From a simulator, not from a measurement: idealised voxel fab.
voxel tone inversion: a process module
The figure presents cross-section cut, which has a width of 270 nm and is divided into square cells with an edge length of 5 nm.
Square cells in a grid make up a cross-section in this document, and the grid is given as bands, listed from the top down, each one or more rows of cells. Per band: top height and bottom height in nm, followed by the left-to-right materials and their widths in nm; "edge to edge" marks a single material spanning edge to edge, "air" marks empty space. A quick word on heights: they are counted from 0, and under that level the wafer as it came to us is one material throughout. The lowest band is different from the rest in having no bottom; it simply continues downward, written as in "0..down". The width entry "30->40" should be interpreted row by row: the top row of cells in the band takes the first number, the bottom row takes the second number, and the change between adjacent rows is uniform throughout. "no alteration" after a step means that no cell of the cross-section changed. Reported under the label "Closed void register" are the empty spaces having no open way to the top and comprising 8 cells or more; the notation for each is width x height at distance, in which the distance is measured from the left edge and all three values are in nm. That trailing text on a step's line, after the settings, is the simulator's own remark on the step. Steps that use a mask can have "overlay nm" on their line. It says how far the mask sat to the right of where it was meant to be. Negative means to the left.

-- These are the steps we planned for the process
1,op RECEIVE | material Si
2,op CONFORMAL_DEP | material SiCN | thk nm 5
3,op DIRECTIONAL_DEP | material polySi | thk nm 15
4,op PATTERN | tone cover | mask id POSTS | material resist | width nm 25 | pitch nm 45 | thk nm 25 | overlay nm 0
5,op DIRECTIONAL_ETCH | etch materials polySi | depth nm 15
6,op STRIP | etch materials resist
7,op FILL_DEP | material lowk | thk nm 5
8,op CMP | height nm 20
9,op STRIP | etch materials polySi

-- So this is the incoming wafer in cross-section - it's already been through step 1
	0..down: Si edge to edge
	Closed void register: none

-- Module complete - cross-section of the first of two wafers, run according to plan
	20..5: lowk: 75; air: 25; lowk: 20; air: 25; lowk: 20; air: 25; lowk: 80
	5..0: SiCN edge to edge
	0..down: Si edge to edge
	Closed void register: none

-- Wafer two, end of module, cross-section. Same start, same plan as wafer one. One mistake in the run
	20..15: lowk: 75; air: 25; lowk: 20; air: 25; lowk: 20; air: 25; lowk: 80
	15..0: SiCN edge to edge
	0..down: Si edge to edge
	Closed void register: none
Processing error: step 2 off recipe, ran as op CONFORMAL_DEP | material SiCN | thk nm 15
Upon completion, the second wafer contains, in terms of cells, a greater or smaller amount of certain materials than the first wafer: +108 SiCN | -78 lowk
